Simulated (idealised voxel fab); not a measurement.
The following process module bears the name voxel transistor to metal.
We display cut, a cross-section 155 nm in width whose square cells are each 5 nm.
We lay out every cross-section as a grid of square cells and spell it out in bands from the top down, where one band means one or more rows of cells.
Top height, bottom height, nm. Materials left to right, width each, nm. Single material + "everywhere" = fills band edge to edge. "empty" = empty.
Height is counted from the level 0, under which the received wafer is composed throughout of one material. The lowest of the bands is not closed at the bottom but continues downward, in the notation "z 0 and below".
Per-row width for "30 to 40": begins at first number (top row of band), ends at second number (bottom row), increment between rows held constant.
"nothing changed" (step): cross-section cells unchanged, all of them.
Reported under the label "Sealed-off cavities" are the empty spaces having no open way to the top and comprising 8 cells or more; the notation for each is width x height at distance, in which the distance is measured from the left edge and all three values are in nm.
What comes after the settings on a step's line is commentary from the simulator itself on that step.
The setting "overlay nm" may be written on the line of a step. When the step uses a mask, the value reports how far to the right of the planned place the mask lay, and a negative value reports that it lay to the left.
**These are the steps we planned for the process**
- 1: op RECEIVE | material Si
- 2: op CONFORMAL_DEP | material SiO2 | thk nm 5
- 3: op CONFORMAL_DEP | material SiN | thk nm 15
- 4: op DIRECTIONAL_DEP | material aC | thk nm 10
- 5: op PATTERN | tone cover | mask id ACTIVE | material resist | width nm 95 | thk nm 30 | overlay nm 0
- 6: op DIRECTIONAL_ETCH | etch materials aC | depth nm 10
- 7: op STRIP | etch materials resist
- 8: op DIRECTIONAL_ETCH | etch materials SiN | depth nm 15
- 9: op DIRECTIONAL_ETCH | etch materials SiO2 | depth nm 5
- 10: op DIRECTIONAL_ETCH | etch materials Si | depth nm 20
- 11: op STRIP | etch materials aC
- 12: op FILL_DEP | material SiO2 | thk nm 10
- 13: op CMP | height nm 20
- 14: op SELECTIVE_ETCH | etch materials SiO2 | depth nm 10
- 15: op STRIP | etch materials SiN
- 16: op SELECTIVE_ETCH | etch materials SiO2 | depth nm 5
- 17: op OXIDIZE | depth nm 5
- 18: op DIRECTIONAL_DEP | material polySi | thk nm 25
- 19: op DIRECTIONAL_DEP | material SiCN | thk nm 15
- 20: op DIRECTIONAL_DEP | material aC | thk nm 15
- 21: op PATTERN | tone cover | mask id GATE | material resist | width nm 15 | thk nm 35 | overlay nm 0
- 22: op DIRECTIONAL_ETCH | etch materials aC | depth nm 15
- 23: op STRIP | etch materials resist
- 24: op DIRECTIONAL_ETCH | etch materials SiCN | depth nm 25
- 25: op DIRECTIONAL_ETCH | etch materials polySi | depth nm 35
- 26: op STRIP | etch materials aC
- 27: op CONFORMAL_DEP | material SiO2 | thk nm 5
- 28: op DIRECTIONAL_ETCH | etch materials SiO2 | depth nm 5
- 29: op CONFORMAL_DEP | material SiN | thk nm 10
- 30: op DIRECTIONAL_ETCH | etch materials SiN | depth nm 10
- 31: op DIRECTIONAL_ETCH | etch materials SiO2 | depth nm 5
- 32: op DIRECTIONAL_ETCH | etch materials Si | depth nm 10
- 33: op EPI | material SiGe | thk nm 10
- 34: op FILL_DEP | material SiO2 | thk nm 10
- 35: op CMP | height nm 40
- 36: op DIRECTIONAL_DEP | material SiO2 | thk nm 10
- 37: op DIRECTIONAL_DEP | material aC | thk nm 15
- 38: op PATTERN | tone open | mask id CONTACT | material resist | width nm 30 | pitch nm 55 | thk nm 30 | overlay nm 0
- 39: op DIRECTIONAL_ETCH | etch materials aC | depth nm 15
- 40: op STRIP | etch materials resist
- 41: op DIRECTIONAL_ETCH | etch materials SiO2 | depth nm 45
- 42: op STRIP | etch materials aC
- 43: op CONFORMAL_DEP | material TiN | thk nm 5
- 44: op FILL_DEP | material Ru | thk nm 10
- 45: op CMP | height nm 50
- 46: op DIRECTIONAL_DEP | material TiN | thk nm 5
- 47: op DIRECTIONAL_DEP | material W | thk nm 20
- 48: op MASKED_ETCH | tone cover | mask id METAL_1 | width nm 20 | pitch nm 65 | etch materials W | depth nm 20 | overlay nm 0
- 49: op MASKED_ETCH | tone cover | mask id METAL_1 | width nm 20 | pitch nm 65 | etch materials TiN | depth nm 5 | overlay nm 0
- 50: op FILL_DEP | material SiO2 | thk nm 10
- 51: op CMP | height nm 75
- 52: op CONFORMAL_DEP | material SiN | thk nm 5
**Wafer at receipt (post step 1), cross-section**
- z 0 and below  Si everywhere
- Sealed-off cavities: none
**The first of two wafers, cross-sectioned at the end of the module, with the run proceeding as planned**
- z 80 to 75  SiN everywhere
- z 75 to 55  35 SiO2; 20 W; 45 SiO2; 20 W; 35 SiO2
- z 55 to 50  35 SiO2; 20 TiN; 45 SiO2; 20 TiN; 35 SiO2
- z 50 to 40  35 SiO2; 5 TiN; 20 to 10 Ru; 5 to 15 TiN; 25 SiO2; 5 to 15 TiN; 20 to 10 Ru; 5 TiN; 35 SiO2
- z 40 to 25  35 SiO2; 5 TiN; 10 Ru; 5 TiN; 10 SiN; 5 SiO2; 15 SiCN; 5 SiO2; 10 SiN; 5 TiN; 10 Ru; 5 TiN; 35 SiO2
- z 25 to 10  35 SiO2; 5 TiN; 10 Ru; 5 TiN; 10 SiN; 5 SiO2; 15 polySi; 5 SiO2; 10 SiN; 5 TiN; 10 Ru; 5 TiN; 35 SiO2
- z 10 to 5  35 SiO2; 20 TiN; 10 SiN; 5 SiO2; 15 polySi; 5 SiO2; 10 SiN; 20 TiN; 35 SiO2
- z 5 to 0  30 SiO2; 10 SiN; 15 SiGe; 10 SiN; 5 SiO2; 15 polySi; 5 SiO2; 10 SiN; 15 SiGe; 10 SiN; 30 SiO2
- z 0 to -5  40 SiO2; 15 SiGe; 45 SiO2; 15 SiGe; 40 SiO2
- z -5 to -15  30 SiO2; 10 Si; 15 SiGe; 45 Si; 15 SiGe; 10 Si; 30 SiO2
- z -15 to -20  30 SiO2; 95 Si; 30 SiO2
- z -20 and below  Si everywhere
- Sealed-off cavities: none
**End of module, second wafer, cross-section. Started like the first, planned like the first, run with one mistake**
- z 80 to 75  SiN everywhere
- z 75 to 55  30 SiO2; 30 W; 35 SiO2; 30 W; 30 SiO2
- z 55 to 50  30 SiO2; 30 TiN; 35 SiO2; 30 TiN; 30 SiO2
- z 50 to 40  35 SiO2; 5 TiN; 20 to 10 Ru; 5 to 15 TiN; 25 SiO2; 5 to 15 TiN; 20 to 10 Ru; 5 TiN; 35 SiO2
- z 40 to 25  35 SiO2; 5 TiN; 10 Ru; 5 TiN; 10 SiN; 5 SiO2; 15 SiCN; 5 SiO2; 10 SiN; 5 TiN; 10 Ru; 5 TiN; 35 SiO2
- z 25 to 10  35 SiO2; 5 TiN; 10 Ru; 5 TiN; 10 SiN; 5 SiO2; 15 polySi; 5 SiO2; 10 SiN; 5 TiN; 10 Ru; 5 TiN; 35 SiO2
- z 10 to 5  35 SiO2; 20 TiN; 10 SiN; 5 SiO2; 15 polySi; 5 SiO2; 10 SiN; 20 TiN; 35 SiO2
- z 5 to 0  30 SiO2; 10 SiN; 15 SiGe; 10 SiN; 5 SiO2; 15 polySi; 5 SiO2; 10 SiN; 15 SiGe; 10 SiN; 30 SiO2
- z 0 to -5  40 SiO2; 15 SiGe; 45 SiO2; 15 SiGe; 40 SiO2
- z -5 to -15  30 SiO2; 10 Si; 15 SiGe; 45 Si; 15 SiGe; 10 Si; 30 SiO2
- z -15 to -20  30 SiO2; 95 Si; 30 SiO2
- z -20 and below  Si everywhere
- Sealed-off cavities: none
What broke from the plan during processing? step 48 ran differently from the plan; actual operation with settings: op MASKED_ETCH | tone cover | mask id METAL_1 | width nm 30 | pitch nm 65 | etch materials W | depth nm 20 | overlay nm 0
Looking at both finished wafers in cells, the second ends up ahead of or behind the first on some materials: -20 SiO2; +4 TiN; +16 W
